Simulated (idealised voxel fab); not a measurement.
process module | voxel capacitor over wiring
cross-section cut | 185 nm wide | cells 5 nm
A cross-section is a grid of square cells, given in bands from the top down. A band is one or more rows of cells.
Each band's line starts with the height of the band's top and of its bottom, in nm. Then come its materials from left to right, each with its width in nm. One material with "throughout" fills the band from edge to edge. "air" is empty space.
Height 0 is the level under which the wafer as received is all one material. The lowest band goes on downwards, as in "0 down".
A width such as "30 to 40" changes by the same amount from each row of cells to the next, from the band's top row to its bottom row.
"no change" after a step means that no cell of the cross-section changed.
closed voids: empty space of 8 cells or more with no open way to the top, each as width x height at its distance from the left edge, in nm
after a step's settings: what the simulator itself notes on the step
overlay nm, on a step with a mask: how far to the right of its planned place the mask lay; to the left if negative
plan
1 op RECEIVE | material Si
2 op CONFORMAL_DEP | material SiO2 | thk nm 15
3 op DIRECTIONAL_DEP | material TiN | thk nm 5
4 op DIRECTIONAL_DEP | material Ru | thk nm 15
5 op MASKED_ETCH | tone cover | mask id METAL_1 | width nm 30 | pitch nm 100 | etch materials Ru | depth nm 15 | overlay nm 0
6 op MASKED_ETCH | tone cover | mask id METAL_1 | width nm 30 | pitch nm 100 | etch materials TiN | depth nm 5 | overlay nm 0
7 op FILL_DEP | material SiO2 | thk nm 5
8 op CMP | height nm 35
9 op CONFORMAL_DEP | material SiCN | thk nm 5
10 op DIRECTIONAL_DEP | material lowk | thk nm 15
11 op DIRECTIONAL_DEP | material aC | thk nm 15
12 op PATTERN | tone open | mask id PLUG_1 | material resist | width nm 15 | thk nm 35 | overlay nm 0
13 op DIRECTIONAL_ETCH | etch materials aC | depth nm 15
14 op STRIP | etch materials resist
15 op DIRECTIONAL_ETCH | etch materials lowk | depth nm 15
16 op DIRECTIONAL_ETCH | etch materials SiCN | depth nm 5
17 op STRIP | etch materials aC
18 op CONFORMAL_DEP | material TiN | thk nm 5
19 op FILL_DEP | material Cu | thk nm 5
20 op CMP | height nm 55
21 op DIRECTIONAL_DEP | material TiN | thk nm 10
22 op DIRECTIONAL_DEP | material HfO2 | thk nm 5
23 op DIRECTIONAL_DEP | material TiN | thk nm 5
24 op DIRECTIONAL_DEP | material aC | thk nm 10
25 op PATTERN | tone cover | mask id UPPER_PLATE | material resist | width nm 75 | thk nm 30 | overlay nm 0
26 op DIRECTIONAL_ETCH | etch materials aC | depth nm 10
27 op STRIP | etch materials resist
28 op DIRECTIONAL_ETCH | etch materials TiN | depth nm 5
29 op DIRECTIONAL_ETCH | etch materials HfO2 | depth nm 5
30 op STRIP | etch materials aC
31 op DIRECTIONAL_DEP | material aC | thk nm 15
32 op PATTERN | tone cover | mask id LOWER_PLATE | material resist | width nm 85 | thk nm 30 | overlay nm 0
33 op DIRECTIONAL_ETCH | etch materials aC | depth nm 15
34 op STRIP | etch materials resist
35 op DIRECTIONAL_ETCH | etch materials TiN | depth nm 10
36 op STRIP | etch materials aC
37 op FILL_DEP | material SiO2 | thk nm 20
38 op CMP | height nm 90
39 op MASKED_ETCH | tone open | mask id PLUG_2 | width nm 15 | etch materials SiO2 | depth nm 15 | overlay nm 0
40 op CONFORMAL_DEP | material TiN | thk nm 5
41 op FILL_DEP | material Ru | thk nm 5
42 op CMP | height nm 90
43 op CONFORMAL_DEP | material SiCN | thk nm 5
as received, after step 1
  0 down: Si throughout
  closed voids: none
first wafer at the end, as planned
  95 to 90: SiCN throughout
  90 to 80: SiO2 50 | TiN 5 | Ru 5 | TiN 5 | SiO2 120
  80 to 70: SiO2 50 to 40 | TiN 15 to 75 | SiO2 120 to 70
  70 to 65: SiO2 40 | HfO2 75 | SiO2 70
  65 to 55: SiO2 35 | TiN 85 | SiO2 65
  55 to 40: lowk 40 | TiN 5 | Cu 5 | TiN 5 | lowk 130
  40 to 35: SiCN 40 | TiN 15 | SiCN 130
  35 to 20: SiO2 25 | Ru 30 | SiO2 70 | Ru 30 | SiO2 30
  20 to 15: SiO2 25 | TiN 30 | SiO2 70 | TiN 30 | SiO2 30
  15 to 0: SiO2 throughout
  0 down: Si throughout
  closed voids: none
second wafer at the end: like start, like plan, one mistake
  95 to 90: SiCN throughout
  90 to 80: SiO2 50 | lowk 5 | Ru 5 | lowk 5 | SiO2 120
  80 to 75: SiO2 50 | lowk 15 | SiO2 120
  75 to 70: SiO2 40 | TiN 75 | SiO2 70
  70 to 65: SiO2 40 | HfO2 75 | SiO2 70
  65 to 55: SiO2 35 | TiN 85 | SiO2 65
  55 to 40: lowk 40 | TiN 5 | Cu 5 | TiN 5 | lowk 130
  40 to 35: SiCN 40 | TiN 15 | SiCN 130
  35 to 20: SiO2 25 | Ru 30 | SiO2 70 | Ru 30 | SiO2 30
  20 to 15: SiO2 25 | TiN 30 | SiO2 70 | TiN 30 | SiO2 30
  15 to 0: SiO2 throughout
  0 down: Si throughout
  closed voids: none
what went wrong: step 40 ran as: op CONFORMAL_DEP | material lowk | thk nm 5
at the end the second wafer has, in cells: 7 fewer of TiN | 7 more of lowk
